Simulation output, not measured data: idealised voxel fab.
Herein follows the process module entitled voxel self aligned contacts.
Cross-section cut spans 180 nm and uses square cells 5 nm in size.
The cross-sections in this document take the form of a grid made of square cells. They are written out as bands, in order from top to bottom. Each band consists of one or more rows of cells. The band entry comprises the height of the band's top followed by the height of its bottom, expressed in nm, and subsequently the band's materials from left to right, each stated together with its width in nm. Where a single material is marked with the word "all across", that material fills the band from edge to edge. The word "empty" represents empty space. Measure heights from 0. That's the level where, below it, the as-received wafer is all one material. The lowest band is bottomless and extends downward; write it as in "0 nm and below". When a width is written as two numbers, as in "30..40", the first number is the width in the top row of cells of the band and the second is the width in its bottom row, and the width changes by the same amount from each row to the next. Take "nothing was modified" at face value: in the step it is given for, the cross-section changed in none of its cells. "Internal closed voids" lists enclosed empty spaces (at least 8 cells, no open path upward to the top), each as width x height at distance from the left edge, in nm. If you see something after the settings on a step's line, that's the simulator's own remark about that step. overlay nm: mask offset rightward from planned place, masked step; negative means leftward offset.

THE FOLLOWING LIST GIVES THE PLANNED PROCESS STEPS
1: RECEIVE, material Si
2: OXIDIZE, depth nm 5
3: DIRECTIONAL_DEP, material polySi, thk nm 25
4: DIRECTIONAL_DEP, material SiN, thk nm 15
5: PATTERN, tone cover, mask id GATE, material resist, width nm 30, pitch nm 60, thk nm 20, overlay nm 0
6: DIRECTIONAL_ETCH, etch materials SiN, depth nm 15
7: DIRECTIONAL_ETCH, etch materials polySi, depth nm 25
8: STRIP, etch materials resist
9: CONFORMAL_DEP, material SiN, thk nm 5
10: DIRECTIONAL_ETCH, etch materials SiN, depth nm 5
11: FILL_DEP, material SiO2, thk nm 15
12: CMP, height nm 50
13: MASKED_ETCH, tone open, mask id CONTACT, width nm 40, etch materials SiO2, depth nm 55, overlay nm 0
14: CONFORMAL_DEP, material TiN, thk nm 5
15: FILL_DEP, material W, thk nm 5
16: CMP, height nm 50
17: CONFORMAL_DEP, material SiCN, thk nm 5

FIRST OF THE TWO WAFERS, RUN PER PLAN

HERE'S WHAT THE WAFER LOOKED LIKE IN CROSS-SECTION WHEN IT ARRIVED - THAT'S AFTER STEP 1
> 0 nm and below = Si all across
> Internal closed voids: none

CROSS-SECTION OF THE WAFER AFTER STEP 2
> 0 nm to -5 nm = SiO2 all across
> Below -5 it's all the same as before, nothing changed down there.

CROSS-SECTION OF THE WAFER AFTER STEP 3
> 25 nm to 0 nm = polySi all across
> Below 0 it's all the same as before, nothing changed down there.

CROSS-SECTION OF THE WAFER AFTER STEP 4
> 40 nm to 25 nm = SiN all across
> Below 25 it's all the same as before, nothing changed down there.

CROSS-SECTION OF THE WAFER AFTER STEP 5
> 60 nm to 40 nm = empty 45 / resist 30 / empty 30 / resist 30 / empty 45
> Below 40 it's all the same as before, nothing changed down there.

CROSS-SECTION OF THE WAFER AFTER STEP 6
> 60 nm to 40 nm = empty 45 / resist 30 / empty 30 / resist 30 / empty 45
> 40 nm to 25 nm = empty 45 / SiN 30 / empty 30 / SiN 30 / empty 45
> Below 25 it's all the same as before, nothing changed down there.

CROSS-SECTION OF THE WAFER AFTER STEP 7
> 60 nm to 40 nm = empty 45 / resist 30 / empty 30 / resist 30 / empty 45
> 40 nm to 25 nm = empty 45 / SiN 30 / empty 30 / SiN 30 / empty 45
> 25 nm to 0 nm = empty 45 / polySi 30 / empty 30 / polySi 30 / empty 45
> Below 0 it's all the same as before, nothing changed down there.

CROSS-SECTION OF THE WAFER AFTER STEP 8
> 40 nm to 25 nm = empty 45 / SiN 30 / empty 30 / SiN 30 / empty 45
> Below 25 it's all the same as before, nothing changed down there.

CROSS-SECTION OF THE WAFER AFTER STEP 9
> 45 nm to 25 nm = empty 40 / SiN 40 / empty 20 / SiN 40 / empty 40
> 25 nm to 5 nm = empty 40 / SiN 5 / polySi 30 / SiN 5 / empty 20 / SiN 5 / polySi 30 / SiN 5 / empty 40
> 5 nm to 0 nm = SiN 45 / polySi 30 / SiN 30 / polySi 30 / SiN 45
> Below 0 it's all the same as before, nothing changed down there.

CROSS-SECTION OF THE WAFER AFTER STEP 10
> 40 nm to 25 nm = empty 40 / SiN 40 / empty 20 / SiN 40 / empty 40
> 25 nm to 0 nm = empty 40 / SiN 5 / polySi 30 / SiN 5 / empty 20 / SiN 5 / polySi 30 / SiN 5 / empty 40
> Below 0 it's all the same as before, nothing changed down there.

CROSS-SECTION OF THE WAFER AFTER STEP 11
> 55 nm to 40 nm = SiO2 all across
> 40 nm to 25 nm = SiO2 40 / SiN 40 / SiO2 20 / SiN 40 / SiO2 40
> 25 nm to 0 nm = SiO2 40 / SiN 5 / polySi 30 / SiN 5 / SiO2 20 / SiN 5 / polySi 30 / SiN 5 / SiO2 40
> Below 0 it's all the same as before, nothing changed down there.

CROSS-SECTION OF THE WAFER AFTER STEP 12
> 50 nm to 40 nm = SiO2 all across
> Below 40 it's all the same as before, nothing changed down there.

CROSS-SECTION OF THE WAFER AFTER STEP 13
> 50 nm to 40 nm = SiO2 70 / empty 40 / SiO2 70
> 40 nm to 25 nm = SiO2 40 / SiN 40 / empty 20 / SiN 40 / SiO2 40
> 25 nm to 0 nm = SiO2 40 / SiN 5 / polySi 30 / SiN 5 / empty 20 / SiN 5 / polySi 30 / SiN 5 / SiO2 40
> 0 nm to -5 nm = SiO2 80 / empty 20 / SiO2 80
> Below -5 it's all the same as before, nothing changed down there.

CROSS-SECTION OF THE WAFER AFTER STEP 14
> 55 nm to 50 nm = TiN 75 / empty 30 / TiN 75
> 50 nm to 40 nm = SiO2 70 / TiN 5..15 / empty 30..10 / TiN 5..15 / SiO2 70
> 40 nm to 25 nm = SiO2 40 / SiN 40 / TiN 5 / empty 10 / TiN 5 / SiN 40 / SiO2 40
> 25 nm to 0 nm = SiO2 40 / SiN 5 / polySi 30 / SiN 5 / TiN 5 / empty 10 / TiN 5 / SiN 5 / polySi 30 / SiN 5 / SiO2 40
> 0 nm to -5 nm = SiO2 80 / TiN 20 / SiO2 80
> Below -5 it's all the same as before, nothing changed down there.

CROSS-SECTION OF THE WAFER AFTER STEP 15
> 60 nm to 55 nm = W all across
> 55 nm to 50 nm = TiN 75 / W 30 / TiN 75
> 50 nm to 40 nm = SiO2 70 / TiN 5..15 / W 30..10 / TiN 5..15 / SiO2 70
> 40 nm to 25 nm = SiO2 40 / SiN 40 / TiN 5 / W 10 / TiN 5 / SiN 40 / SiO2 40
> 25 nm to 0 nm = SiO2 40 / SiN 5 / polySi 30 / SiN 5 / TiN 5 / W 10 / TiN 5 / SiN 5 / polySi 30 / SiN 5 / SiO2 40
> Below 0 it's all the same as before, nothing changed down there.

CROSS-SECTION OF THE WAFER AFTER STEP 16
> 50 nm to 40 nm = SiO2 70 / TiN 5..15 / W 30..10 / TiN 5..15 / SiO2 70
> Below 40 it's all the same as before, nothing changed down there.

CROSS-SECTION OF THE WAFER AFTER STEP 17
> 55 nm to 50 nm = SiCN all across
> Below 50 it's all the same as before, nothing changed down there.

REGARDING THE SECOND OF THE TWO WAFERS: IT SHARED THE FIRST WAFER'S STARTING CONDITION AND PROCESS PLAN, YET ONE ERROR OCCURRED DURING ITS EXECUTION. ITS HISTORY COINCIDES WITH THAT OF THE FIRST WAFER UP TO AND INCLUDING STEP 2

CROSS-SECTION OF THE SECOND WAFER CORRESPONDING TO THE PLANNED CONCLUSION OF STEP 3
> 30 nm to 0 nm = polySi all across
> Below 0 it's all the same as before, nothing changed down there.

CROSS-SECTION OF THE SECOND WAFER CORRESPONDING TO THE PLANNED CONCLUSION OF STEP 4
> 45 nm to 30 nm = SiN all across
> Below 30 it's all the same as before, nothing changed down there.

CROSS-SECTION OF THE SECOND WAFER CORRESPONDING TO THE PLANNED CONCLUSION OF STEP 5
> 65 nm to 45 nm = empty 45 / resist 30 / empty 30 / resist 30 / empty 45
> Below 45 it's all the same as before, nothing changed down there.

CROSS-SECTION OF THE SECOND WAFER CORRESPONDING TO THE PLANNED CONCLUSION OF STEP 6
> 65 nm to 45 nm = empty 45 / resist 30 / empty 30 / resist 30 / empty 45
> 45 nm to 30 nm = empty 45 / SiN 30 / empty 30 / SiN 30 / empty 45
> Below 30 it's all the same as before, nothing changed down there.

CROSS-SECTION OF THE SECOND WAFER CORRESPONDING TO THE PLANNED CONCLUSION OF STEP 7
> 65 nm to 45 nm = empty 45 / resist 30 / empty 30 / resist 30 / empty 45
> 45 nm to 30 nm = empty 45 / SiN 30 / empty 30 / SiN 30 / empty 45
> 30 nm to 5 nm = empty 45 / polySi 30 / empty 30 / polySi 30 / empty 45
> Below 5 it's all the same as before, nothing changed down there.

CROSS-SECTION OF THE SECOND WAFER CORRESPONDING TO THE PLANNED CONCLUSION OF STEP 8
> 45 nm to 30 nm = empty 45 / SiN 30 / empty 30 / SiN 30 / empty 45
> Below 30 it's all the same as before, nothing changed down there.

CROSS-SECTION OF THE SECOND WAFER CORRESPONDING TO THE PLANNED CONCLUSION OF STEP 9
> 50 nm to 30 nm = empty 40 / SiN 40 / empty 20 / SiN 40 / empty 40
> 30 nm to 10 nm = empty 40 / SiN 5 / polySi 30 / SiN 5 / empty 20 / SiN 5 / polySi 30 / SiN 5 / empty 40
> 10 nm to 5 nm = SiN 45 / polySi 30 / SiN 30 / polySi 30 / SiN 45
> Below 5 it's all the same as before, nothing changed down there.

CROSS-SECTION OF THE SECOND WAFER CORRESPONDING TO THE PLANNED CONCLUSION OF STEP 10
> 45 nm to 30 nm = empty 40 / SiN 40 / empty 20 / SiN 40 / empty 40
> 30 nm to 5 nm = empty 40 / SiN 5 / polySi 30 / SiN 5 / empty 20 / SiN 5 / polySi 30 / SiN 5 / empty 40
> Below 5 it's all the same as before, nothing changed down there.

CROSS-SECTION OF THE SECOND WAFER CORRESPONDING TO THE PLANNED CONCLUSION OF STEP 11
> 60 nm to 45 nm = SiO2 all across
> 45 nm to 30 nm = SiO2 40 / SiN 40 / SiO2 20 / SiN 40 / SiO2 40
> 30 nm to 5 nm = SiO2 40 / SiN 5 / polySi 30 / SiN 5 / SiO2 20 / SiN 5 / polySi 30 / SiN 5 / SiO2 40
> Below 5 it's all the same as before, nothing changed down there.

CROSS-SECTION OF THE SECOND WAFER CORRESPONDING TO THE PLANNED CONCLUSION OF STEP 12
> 50 nm to 45 nm = SiO2 all across
> Below 45 it's all the same as before, nothing changed down there.

CROSS-SECTION OF THE SECOND WAFER CORRESPONDING TO THE PLANNED CONCLUSION OF STEP 13
> 50 nm to 45 nm = SiO2 70 / empty 40 / SiO2 70
> 45 nm to 30 nm = SiO2 40 / SiN 40 / empty 20 / SiN 40 / SiO2 40
> 30 nm to 5 nm = SiO2 40 / SiN 5 / polySi 30 / SiN 5 / empty 20 / SiN 5 / polySi 30 / SiN 5 / SiO2 40
> Below 5 it's all the same as before, nothing changed down there.

CROSS-SECTION OF THE SECOND WAFER CORRESPONDING TO THE PLANNED CONCLUSION OF STEP 14
> 55 nm to 50 nm = TiN 75 / empty 30 / TiN 75
> 50 nm to 45 nm = SiO2 70 / TiN 15 / empty 10 / TiN 15 / SiO2 70
> 45 nm to 30 nm = SiO2 40 / SiN 40 / TiN 5 / empty 10 / TiN 5 / SiN 40 / SiO2 40
> 30 nm to 10 nm = SiO2 40 / SiN 5 / polySi 30 / SiN 5 / TiN 5 / empty 10 / TiN 5 / SiN 5 / polySi 30 / SiN 5 / SiO2 40
> 10 nm to 5 nm = SiO2 40 / SiN 5 / polySi 30 / SiN 5 / TiN 20 / SiN 5 / polySi 30 / SiN 5 / SiO2 40
> Below 5 it's all the same as before, nothing changed down there.

CROSS-SECTION OF THE SECOND WAFER CORRESPONDING TO THE PLANNED CONCLUSION OF STEP 15
> 60 nm to 55 nm = W all across
> 55 nm to 50 nm = TiN 75 / W 30 / TiN 75
> 50 nm to 45 nm = SiO2 70 / TiN 15 / W 10 / TiN 15 / SiO2 70
> 45 nm to 30 nm = SiO2 40 / SiN 40 / TiN 5 / W 10 / TiN 5 / SiN 40 / SiO2 40
> 30 nm to 10 nm = SiO2 40 / SiN 5 / polySi 30 / SiN 5 / TiN 5 / W 10 / TiN 5 / SiN 5 / polySi 30 / SiN 5 / SiO2 40
> Below 10 it's all the same as before, nothing changed down there.

CROSS-SECTION OF THE SECOND WAFER CORRESPONDING TO THE PLANNED CONCLUSION OF STEP 16
> 50 nm to 45 nm = SiO2 70 / TiN 15 / W 10 / TiN 15 / SiO2 70
> Below 45 it's all the same as before, nothing changed down there.

CROSS-SECTION OF THE SECOND WAFER CORRESPONDING TO THE PLANNED CONCLUSION OF STEP 17
> 55 nm to 50 nm = SiCN all across
> Below 50 it's all the same as before, nothing changed down there.
Run error: rather than as planned, step 3 actually ran as DIRECTIONAL_DEP, material polySi, thk nm 30
In the final state, the cell counts of the second wafer exceed or fall short of those of the first for the following materials: SiO2: 24 fewer, TiN: 4 fewer, W: 8 fewer, polySi: 36 more
